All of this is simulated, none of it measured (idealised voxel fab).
voxel tone inversion: a process module
Each square cell in cross-section cut measures 5 nm, and the section as a whole is 290 nm wide.
Throughout this document, each cross-section is represented as a grid of square cells and is presented as a sequence of bands enumerated from the top downward, where a band comprises one or more rows of cells. First you get the band's top height and its bottom height, in nm, and then the materials it's made of, left to right, with each width in nm. If you see a single material with "throughout", that one covers the band edge to edge. "air" is empty space. Ref level 0: as-received wafer is one material below here. Bottom band extends down with no lower bound ("from 0 down"). Think of "30->40" as a width that walks from the first number to the second as you go down the band, top row to bottom row, taking equal-sized steps from row to row. When a step is marked "no alteration", none of the cells in the cross-section changed during that step. In "Closed empty spaces" the enclosed voids are listed, meaning empty spaces of 8 cells or larger without any opening to the top. The form is width x height at distance, distance from the left edge, units nm. Read whatever lies past the settings on a step's line as the simulator's own remark about the step. overlay nm: step with mask; distance mask lay right of planned place; negative value = left of planned place.

-- Process steps foreseen in the plan
1. RECEIVE,material Si
2. CONFORMAL_DEP,material SiCN,thk nm 5
3. DIRECTIONAL_DEP,material polySi,thk nm 15
4. PATTERN,tone cover,mask id POSTS,material resist,width nm 15,pitch nm 45,thk nm 25,overlay nm 0
5. DIRECTIONAL_ETCH,etch materials polySi,depth nm 15
6. STRIP,etch materials resist
7. FILL_DEP,material SiO2,thk nm 10
8. CMP,height nm 20
9. STRIP,etch materials polySi
Same starting wafers, different width nm at step 4. Plan value belongs to the first wafer.

-- After step 1, as received: first of several wafers, cross-section
from 0 down | Si throughout
Closed empty spaces: none

-- first wafer at the end, after step 9
from 20 to 5 | SiO2 115 nm, then air 15 nm, then SiO2 30 nm, then air 15 nm, then SiO2 115 nm
from 5 to 0 | SiCN throughout
from 0 down | Si throughout
Closed empty spaces: none

-- Cross-section at module completion, last wafer
from 20 to 5 | SiO2 105 nm, then air 30 nm, then SiO2 15 nm, then air 30 nm, then SiO2 110 nm
from 5 to 0 | SiCN throughout
from 0 down | Si throughout
Closed empty spaces: none

-- Note: the following table is arranged by wafer, a row apiece. Each row reports the end-of-module state: per material, cells gained (+) or cells lost (-) compared with the wafer as received; closed voids follow
width nm 15; +58 SiCN; +156 SiO2; Closed empty spaces: none
width nm 20; +58 SiCN; +150 SiO2; Closed empty spaces: none
width nm 25; +58 SiCN; +144 SiO2; Closed empty spaces: none
width nm 30; +58 SiCN; +138 SiO2; Closed empty spaces: none
